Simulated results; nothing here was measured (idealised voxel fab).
The name of this process module is voxel spacer lines.
Xsec cut, 225 nm wide, square cell size 5 nm.
The cross-sections in this document take the form of a grid made of square cells. They are written out as bands, in order from top to bottom. Each band consists of one or more rows of cells. This entry defines a band. It first specifies the height of the band's top and the height of its bottom in nm, and then specifies the band's materials from left to right, stating each material with its width in nm. The word "edge to edge" identifies a single material that fills the band from edge to edge, while the word "blank" identifies empty space. Ref level 0: as-received wafer is one material below here. Bottom band extends down with no lower bound ("0 nm and below"). Per-row width for "30 to 40": begins at first number (top row of band), ends at second number (bottom row), increment between rows held constant. The designation "no change", where it is given for a processing step, indicates that no cell of the cross-section was altered in the course of that step. Any empty space of 8 cells or more lacking an open way to the top shows up in "Enclosed internal cavities" as width x height at distance, distance from the left edge, in nm. Anything after a step's settings on that line? It's the simulator's own note about the step. overlay nm, on a step with a mask: how far to the right of its planned place the mask lay; to the left if negative.
**Planned step list for the process**
1. RECEIVE,material Si
2. CONFORMAL_DEP,material Al2O3,thk nm 5
3. DIRECTIONAL_DEP,material W,thk nm 10
4. DIRECTIONAL_DEP,material aC,thk nm 30
5. PATTERN,tone cover,mask id MANDREL,material resist,width nm 25,pitch nm 70,thk nm 40,overlay nm 0
6. DIRECTIONAL_ETCH,etch materials aC,depth nm 30
7. STRIP,etch materials resist
8. CONFORMAL_DEP,material SiO2,thk nm 10
9. DIRECTIONAL_ETCH,etch materials SiO2,depth nm 10
10. STRIP,etch materials aC
11. DIRECTIONAL_ETCH,etch materials W,depth nm 10
12. STRIP,etch materials SiO2
13. FILL_DEP,material SiO2,thk nm 5
14. CMP,height nm 15
**Cross-section of the wafer at receipt, which is the condition after step 1**
- 0 nm and below  Si edge to edge
- Enclosed internal cavities: none
**Final wafer profile in cross-section after the module, from the same start and plan as above, with one mistake made during processing**
- 15 nm to 5 nm  30 of SiO2, then 10 of W, then 5 of SiO2, then 10 of W, then 45 of SiO2, then 10 of W, then 5 of SiO2, then 10 of W, then 45 of SiO2, then 10 of W, then 5 of SiO2, then 10 of W, then 30 of SiO2
- 5 nm to 0 nm  Al2O3 edge to edge
- 0 nm and below  Si edge to edge
- Enclosed internal cavities: none
Finding, execution versus plan: so step 5 ended up running with a different setting than we planned, it ran as PATTERN,tone open,mask id MANDREL,material resist,width nm 25,pitch nm 70,thk nm 40,overlay nm 0
